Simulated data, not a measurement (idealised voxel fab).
Process module under the name voxel fin reveal
Square cell edge 5 nm, section width 190 nm, ID cut.
Each cross-section below is a grid of square cells, stated as bands in top-down order, with one or more rows of cells making up each band. Band entry format. Leading values: height of top, height of bottom, nm. Remainder: materials in left-to-right order, each with its width in nm. Special words: "everywhere" on a single material, which then fills the band edge to edge; "blank", empty space. Beneath 0, the wafer as received is one material, and that level is where height counting begins. The lowest band goes on downward without a bottom; it is written like "from 0 down". A two-number width, for instance "30..40", indicates that the width is equal to the first number in the top row of the band and to the second number in the bottom row, and that it changes by a constant amount per row of cells. Reading "remained the same" for a step: not a cell of the cross-section changed in it. In the "Fully closed voids" entry, you get each enclosed empty space of 8 cells or more, one with no open way to the top, written width x height at distance, distance from the left edge, in nm. Note: text after step settings on the step line = simulator remark on that step. A step's line can hold "overlay nm"; with a mask on that step, the setting says how far right of the planned place the mask lay, while a negative setting says it lay to the left.
PLANNED STEP LIST FOR THE PROCESS
1: RECEIVE | material Si
2: CONFORMAL_DEP | material SiN | thk nm 5
3: MASKED_ETCH | tone cover | mask id FINS | width nm 15 | pitch nm 45 | etch materials SiN | depth nm 5 | overlay nm 0
4: MASKED_ETCH | tone cover | mask id FINS | width nm 15 | pitch nm 45 | etch materials Si | depth nm 40 | overlay nm 0
5: FILL_DEP | material SiO2 | thk nm 15
6: CMP | height nm 5
7: SELECTIVE_ETCH | etch materials SiO2 | depth nm 35
8: STRIP | etch materials SiN
Keep in mind the plan's value for the width nm of step 4 comes from the first wafer; the wafers don't share that setting, but they do share the same starting point.
FIRST OF SEVERAL WAFERS (AS RECEIVED, POST STEP 1), CROSS-SECTIONAL VIEW
from 0 down  Si everywhere
Fully closed voids: none
BELOW IS A PER-WAFER TABLE. IN IT, EACH ROW DESCRIBES THE WAFER AT THE END OF THE MODULE BY GIVING, FOR EACH MATERIAL, THE NUMBER OF CELLS GAINED (+) OR LOST (-) SINCE THE WAFER WAS RECEIVED, AND AFTER THAT THE CLOSED VOIDS OF THE WAFER
width nm 15; -256 Si; +64 SiO2; Fully closed voids: none
width nm 20; -240 Si; +60 SiO2; Fully closed voids: none
width nm 25; -224 Si; +56 SiO2; Fully closed voids: none
width nm 30; -208 Si; +52 SiO2; Fully closed voids: none
